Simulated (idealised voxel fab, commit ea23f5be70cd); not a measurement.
This is a process module. Its name is voxel wiring stack.
Xsec cut, 260 nm wide, square cell size 5 nm.
Cross-section spec: square-cell grid; bands listed top down; each band is one or more rows.
The band entry comprises the height of the band's top followed by the height of its bottom, expressed in nm, and subsequently the band's materials from left to right, each stated together with its width in nm. Where a single material is marked with the word "all across", that material fills the band from edge to edge. The word "blank" represents empty space.
Basically, 0 is our baseline, since under it the wafer straight out of the box is all one material. The bottom band has no lower end and keeps on going down, so it looks like "top 0, no bottom".
The two numbers in a width such as "30 to 40" mark its ends across the band: the first belongs to the top row of cells, the second to the bottom row, and from each row to the next the width moves by the same amount.
Take "no alteration" at face value: in the step it is given for, the cross-section changed in none of its cells.
This entry, "Fully sealed cavities", enumerates those empty regions of no fewer than 8 cells that possess no open connection to the top. Each region is reported in the form width x height at distance, the distance being taken from the left edge, with all three quantities expressed in nm.
Whatever follows a step's settings on its line is a remark the simulator itself makes about that step.
Regarding "overlay nm": on a step with a mask, it is the distance the mask lay to the right of its planned place; a negative value places it to the left.

Process steps (planned):
| 1 | RECEIVE | material Si |
| 2 | CONFORMAL_DEP | material SiO2 | thk nm 15 |
| 3 | DIRECTIONAL_DEP | material TiN | thk nm 5 |
| 4 | DIRECTIONAL_DEP | material W | thk nm 15 |
| 5 | DIRECTIONAL_DEP | material aC | thk nm 10 |
| 6 | PATTERN | tone cover | mask id METAL_1 | material resist | width nm 20 | pitch nm 50 | thk nm 25 | overlay nm 0 |
| 7 | DIRECTIONAL_ETCH | etch materials aC | depth nm 10 |
| 8 | STRIP | etch materials resist |
| 9 | DIRECTIONAL_ETCH | etch materials W | depth nm 15 |
| 10 | DIRECTIONAL_ETCH | etch materials TiN | depth nm 5 |
| 11 | STRIP | etch materials aC |
| 12 | FILL_DEP | material SiO2 | thk nm 5 |
| 13 | CMP | height nm 35 |
| 14 | CONFORMAL_DEP | material SiCN | thk nm 5 |
| 15 | DIRECTIONAL_DEP | material SiO2 | thk nm 20 |
| 16 | PATTERN | tone open | mask id PLUG_1 | material resist | width nm 15 | pitch nm 50 | thk nm 15 | overlay nm 0 |
| 17 | DIRECTIONAL_ETCH | etch materials SiO2 | depth nm 20 |
| 18 | DIRECTIONAL_ETCH | etch materials SiCN | depth nm 5 |
| 19 | STRIP | etch materials resist |
| 20 | CONFORMAL_DEP | material TiN | thk nm 5 |
| 21 | FILL_DEP | material Cu | thk nm 10 |
| 22 | CMP | height nm 60 |
| 23 | CONFORMAL_DEP | material SiN | thk nm 5 |
| 24 | DIRECTIONAL_DEP | material lowk | thk nm 25 |
| 25 | DIRECTIONAL_DEP | material aC | thk nm 15 |
| 26 | PATTERN | tone open | mask id METAL_2 | material resist | width nm 20 | pitch nm 50 | thk nm 35 | overlay nm 0 |
| 27 | DIRECTIONAL_ETCH | etch materials aC | depth nm 15 |
| 28 | STRIP | etch materials resist |
| 29 | DIRECTIONAL_ETCH | etch materials lowk | depth nm 25 |
| 30 | DIRECTIONAL_ETCH | etch materials SiN | depth nm 5 |
| 31 | STRIP | etch materials aC |
| 32 | CONFORMAL_DEP | material TiN | thk nm 5 |
| 33 | FILL_DEP | material W | thk nm 10 |
| 34 | CMP | height nm 90 |
| 35 | EPI | material Ru | thk nm 5 |
| 36 | FILL_DEP | material SiCN | thk nm 5 |
| 37 | DIRECTIONAL_DEP | material lowk | thk nm 35 |
| 38 | DIRECTIONAL_DEP | material aC | thk nm 15 |
| 39 | PATTERN | tone open | mask id METAL_3 | material resist | width nm 20 | pitch nm 50 | thk nm 35 | overlay nm 0 |
| 40 | DIRECTIONAL_ETCH | etch materials aC | depth nm 15 |
| 41 | STRIP | etch materials resist |
| 42 | DIRECTIONAL_ETCH | etch materials lowk | depth nm 20 |
| 43 | STRIP | etch materials aC |
| 44 | DIRECTIONAL_DEP | material aC | thk nm 10 |
| 45 | PATTERN | tone open | mask id METAL_3_HOLES | material resist | width nm 15 | pitch nm 50 | thk nm 30 | overlay nm 0 |
| 46 | DIRECTIONAL_ETCH | etch materials aC | depth nm 10 |
| 47 | STRIP | etch materials resist |
| 48 | DIRECTIONAL_ETCH | etch materials lowk | depth nm 15 |
| 49 | DIRECTIONAL_ETCH | etch materials SiCN | depth nm 5 |
| 50 | STRIP | etch materials aC |
| 51 | CONFORMAL_DEP | material TiN | thk nm 5 |
| 52 | FILL_DEP | material Ru | thk nm 10 |
| 53 | CMP | height nm 135 |
| 54 | CONFORMAL_DEP | material SiCN | thk nm 5 |
| 55 | DIRECTIONAL_DEP | material lowk | thk nm 25 |
| 56 | PATTERN | tone open | mask id METAL_4 | material resist | width nm 20 | pitch nm 50 | thk nm 20 | overlay nm 0 |
| 57 | DIRECTIONAL_ETCH | etch materials lowk | depth nm 15 |
| 58 | STRIP | etch materials resist |
| 59 | MASKED_ETCH | tone open | mask id METAL_4_HOLES | width nm 15 | pitch nm 50 | etch materials lowk | depth nm 10 | overlay nm 0 |
| 60 | MASKED_ETCH | tone open | mask id METAL_4_HOLES | width nm 15 | pitch nm 50 | etch materials SiCN | depth nm 5 | overlay nm 0 |
| 61 | CONFORMAL_DEP | material TiN | thk nm 5 |
| 62 | FILL_DEP | material Cu | thk nm 10 |
| 63 | CMP | height nm 165 |
| 64 | CONFORMAL_DEP | material SiN | thk nm 5 |

The cross-section here shows the wafer as received, i.e. in its state after step 1:
> top 0, no bottom | Si all across
> Fully sealed cavities: none

The following cross-section depicts the wafer upon conclusion of the module. Processing commenced from the starting condition illustrated above and adhered to the plan illustrated above, save for one mistake in execution:
> top 170, bottom 165 | SiN all across
> top 165, bottom 155 | 70 lowk / 5 TiN / 5 Cu / 10 to 5 TiN / 30 to 35 lowk / 5 TiN / 5 Cu / 10 to 5 TiN / 30 to 35 lowk / 5 TiN / 5 Cu / 10 to 5 TiN / 70 to 75 lowk
> top 155, bottom 150 | 70 lowk / 15 TiN / 35 lowk / 15 TiN / 35 lowk / 15 TiN / 75 lowk
> top 150, bottom 140 | lowk all across
> top 140, bottom 135 | SiCN all across
> top 135, bottom 120 | 70 lowk / 5 TiN / 10 Ru / 5 TiN / 30 lowk / 5 TiN / 10 Ru / 5 TiN / 30 lowk / 5 TiN / 10 Ru / 5 TiN / 70 lowk
> top 120, bottom 115 | 70 lowk / 5 TiN / 5 Ru / 10 TiN / 30 lowk / 5 TiN / 5 Ru / 10 TiN / 30 lowk / 5 TiN / 5 Ru / 10 TiN / 70 lowk
> top 115, bottom 100 | 70 lowk / 5 TiN / 5 Ru / 5 TiN / 35 lowk / 5 TiN / 5 Ru / 5 TiN / 35 lowk / 5 TiN / 5 Ru / 5 TiN / 75 lowk
> top 100, bottom 95 | 70 SiCN / 15 TiN / 35 SiCN / 15 TiN / 35 SiCN / 15 TiN / 75 SiCN
> top 95, bottom 90 | 65 SiCN / 30 Ru / 20 SiCN / 30 Ru / 20 SiCN / 30 Ru / 65 SiCN
> top 90, bottom 65 | 70 lowk / 5 TiN / 10 W / 5 TiN / 30 lowk / 5 TiN / 10 W / 5 TiN / 30 lowk / 5 TiN / 10 W / 5 TiN / 70 lowk
> top 65, bottom 60 | 70 SiN / 20 TiN / 30 SiN / 20 TiN / 30 SiN / 20 TiN / 70 SiN
> top 60, bottom 40 | 70 SiO2 / 5 TiN / 5 Cu / 5 TiN / 35 SiO2 / 5 TiN / 5 Cu / 5 TiN / 35 SiO2 / 5 TiN / 5 Cu / 5 TiN / 75 SiO2
> top 40, bottom 35 | 70 SiCN / 15 TiN / 35 SiCN / 15 TiN / 35 SiCN / 15 TiN / 75 SiCN
> top 35, bottom 20 | 70 SiO2 / 20 W / 30 SiO2 / 20 W / 30 SiO2 / 20 W / 70 SiO2
> top 20, bottom 15 | 70 SiO2 / 20 TiN / 30 SiO2 / 20 TiN / 30 SiO2 / 20 TiN / 70 SiO2
> top 15, bottom 0 | SiO2 all across
> top 0, no bottom | Si all across
> Fully sealed cavities: none
Error vs. plan: step 57 was processed under conditions differing from the plan, specifically as DIRECTIONAL_ETCH | etch materials lowk | depth nm 5
